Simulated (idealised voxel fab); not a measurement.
This section sets out a process module, namely voxel self aligned vias.
Cross-section cut: width 150 nm, square cells of 5 nm.
Cross-sections here: square-cell grids, written as top-down lists of bands, a band being one or more rows of cells.
Quick guide to a band line: top height, bottom height (nm) up front; then every material left to right with its width in nm. Only one material and it's marked "everywhere"? Then it fills the band edge to edge. And "air" just means empty space.
Heights are expressed relative to 0, this being the level below which the as-received wafer comprises one material exclusively. The lowest band is unbounded in the downward direction and is denoted as in "0 -> down".
It should be noted that a width expressed as "30->40" varies in equal increments from row to row of cells within the band, taking the value of the first number at the top row and that of the second number at the bottom row.
Step note "everything unchanged" = no cross-section cell changed.
"Enclosed cavities" means: voids of 8 cells or more that are shut off from the top with no open way through. Written width x height at distance, distance from the left edge, in nm.
Whatever follows a step's settings on its line is a remark the simulator itself makes about that step.
"overlay nm", when on a step's line for a step with a mask, measures how far to the right of its planned place the mask lay; a negative measure means to the left.

These are the steps we planned for the process:
step 1: RECEIVE,material Si
step 2: CONFORMAL_DEP,material SiO2,thk nm 10
step 3: CONFORMAL_DEP,material SiCN,thk nm 5
step 4: DIRECTIONAL_DEP,material SiO2,thk nm 30
step 5: MASKED_ETCH,tone open,mask id LINES,width nm 30,pitch nm 55,etch materials SiO2,depth nm 30,overlay nm 0
step 6: CONFORMAL_DEP,material TiN,thk nm 5
step 7: FILL_DEP,material Ru,thk nm 5
step 8: CMP,height nm 45
step 9: SELECTIVE_ETCH,etch materials W Ru TiN,depth nm 10
step 10: FILL_DEP,material SiN,thk nm 10
step 11: CMP,height nm 45
step 12: DIRECTIONAL_DEP,material SiO2,thk nm 15
step 13: PATTERN,tone open,mask id VIAS,material resist,width nm 40,thk nm 20,overlay nm -10
step 14: DIRECTIONAL_ETCH,etch materials SiO2,depth nm 15
step 15: DIRECTIONAL_ETCH,etch materials SiN,depth nm 10
step 16: STRIP,etch materials resist
step 17: CONFORMAL_DEP,material TiN,thk nm 5
step 18: FILL_DEP,material Cu,thk nm 5
step 19: CMP,height nm 60
step 20: CONFORMAL_DEP,material SiCN,thk nm 5
Be aware that, although all wafers share a common starting state, the overlay nm at step 13 differs among them, and the plan displays the first wafer's value.

The as-received cross-section of the first of several wafers corresponds to the state after step 1:
	0 -> down | Si everywhere
	Enclosed cavities: none

Cross-section after step 20, the final step of the module, for the first of several wafers:
	65 -> 60 | SiCN everywhere
	60 -> 50 | 15 of SiO2; 5 of TiN; 30 of Cu; 5 of TiN; 95 of SiO2
	50 -> 45 | 15 of SiO2; 20 of TiN; 15 of Cu; 5 of TiN; 95 of SiO2
	45 -> 40 | 30 of SiO2; 5 of TiN; 15 of Cu; 5 of TiN; 5 of SiN; 25 of SiO2; 30 of SiN; 35 of SiO2
	40 -> 35 | 30 of SiO2; 25 of TiN; 5 of SiN; 25 of SiO2; 30 of SiN; 35 of SiO2
	35 -> 20 | 30 of SiO2; 5 of TiN; 20 of Ru; 5 of TiN; 25 of SiO2; 5 of TiN; 20 of Ru; 5 of TiN; 35 of SiO2
	20 -> 15 | 30 of SiO2; 30 of TiN; 25 of SiO2; 30 of TiN; 35 of SiO2
	15 -> 10 | SiCN everywhere
	10 -> 0 | SiO2 everywhere
	0 -> down | Si everywhere
	Enclosed cavities: none

Here we cross-sectioned the last of the wafers once the module was done:
	65 -> 60 | SiCN everywhere
	60 -> 50 | 40 of SiO2; 5 of TiN; 30 of Cu; 5 of TiN; 70 of SiO2
	50 -> 45 | 40 of SiO2; 5 of TiN; 10 of Cu; 25 of TiN; 70 of SiO2
	45 -> 40 | 30 of SiO2; 10 of SiN; 5 of TiN; 10 of Cu; 5 of TiN; 25 of SiO2; 30 of SiN; 35 of SiO2
	40 -> 35 | 30 of SiO2; 10 of SiN; 20 of TiN; 25 of SiO2; 30 of SiN; 35 of SiO2
	35 -> 20 | 30 of SiO2; 5 of TiN; 20 of Ru; 5 of TiN; 25 of SiO2; 5 of TiN; 20 of Ru; 5 of TiN; 35 of SiO2
	20 -> 15 | 30 of SiO2; 30 of TiN; 25 of SiO2; 30 of TiN; 35 of SiO2
	15 -> 10 | SiCN everywhere
	10 -> 0 | SiO2 everywhere
	0 -> down | Si everywhere
	Enclosed cavities: none

Take any row and you have a wafer at the end of the module: how many cells of each material it has gained (+) or lost (-) since it was received, and then its closed voids:
overlay nm -10 | +18 Cu | +24 Ru | +60 SiCN | +14 SiN | +234 SiO2 | +40 TiN | Enclosed cavities: none
overlay nm -5 | +20 Cu | +24 Ru | +60 SiCN | +12 SiN | +234 SiO2 | +40 TiN | Enclosed cavities: none
overlay nm 0 | +20 Cu | +24 Ru | +60 SiCN | +12 SiN | +234 SiO2 | +40 TiN | Enclosed cavities: none
overlay nm 5 | +20 Cu | +24 Ru | +60 SiCN | +12 SiN | +234 SiO2 | +40 TiN | Enclosed cavities: none
overlay nm 10 | +18 Cu | +24 Ru | +60 SiCN | +14 SiN | +234 SiO2 | +40 TiN | Enclosed cavities: none
overlay nm 15 | +16 Cu | +24 Ru | +60 SiCN | +16 SiN | +234 SiO2 | +40 TiN | Enclosed cavities: none
